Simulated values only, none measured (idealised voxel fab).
process module | voxel air gaps
cross-section cut | 175 nm wide | cells 5 nm
A cross-section is a grid of square cells, given in bands from the top down. A band is one or more rows of cells.
Each band's line starts with the height of the band's top and of its bottom, in nm. Then come its materials from left to right, each with its width in nm. One material with "throughout" fills the band from edge to edge. "air" is empty space.
Height 0 is the level under which the wafer as received is all one material. The lowest band goes on downwards, as in "0 down".
A width such as "30 to 40" changes by the same amount from each row of cells to the next, from the band's top row to its bottom row.
"no change" after a step means that no cell of the cross-section changed.
closed voids: empty space of 8 cells or more with no open way to the top, each as width x height at its distance from the left edge, in nm
after a step's settings: what the simulator itself notes on the step
overlay nm, on a step with a mask: how far to the right of its planned place the mask lay; to the left if negative
plan
1 op RECEIVE | material Si
2 op CONFORMAL_DEP | material SiO2 | thk nm 10
3 op CONFORMAL_DEP | material SiN | thk nm 5
4 op DIRECTIONAL_DEP | material lowk | thk nm 40
5 op PATTERN | tone open | mask id LINES | material resist | width nm 20 | pitch nm 45 | thk nm 20 | overlay nm 0
6 op DIRECTIONAL_ETCH | etch materials lowk | depth nm 40
7 op STRIP | etch materials resist
8 op CONFORMAL_DEP | material TiN | thk nm 5
9 op FILL_DEP | material Cu | thk nm 10
10 op CMP | height nm 55
11 op EPI | material Ru | thk nm 10
12 op SELECTIVE_ETCH | etch materials lowk | depth nm 50
13 op CONFORMAL_DEP | material SiN | thk nm 5
as received, after step 1
  0 down: Si throughout
  closed voids: none
a wafer at the end: this start, this plan, one mistake
  70 to 65: SiN throughout
  65 to 55: Ru throughout
  55 to 20: Cu 25 | TiN 5 | lowk 20 | TiN 5 | Cu 15 | TiN 5 | lowk 20 | TiN 5 | Cu 15 | TiN 5 | lowk 20 | TiN 5 | Cu 30
  20 to 15: TiN 30 | lowk 20 | TiN 25 | lowk 20 | TiN 25 | lowk 20 | TiN 35
  15 to 10: SiN throughout
  10 to 0: SiO2 throughout
  0 down: Si throughout
  closed voids: none
what went wrong: step 5 ran as: op PATTERN | tone cover | mask id LINES | material resist | width nm 20 | pitch nm 45 | thk nm 20 | overlay nm 0
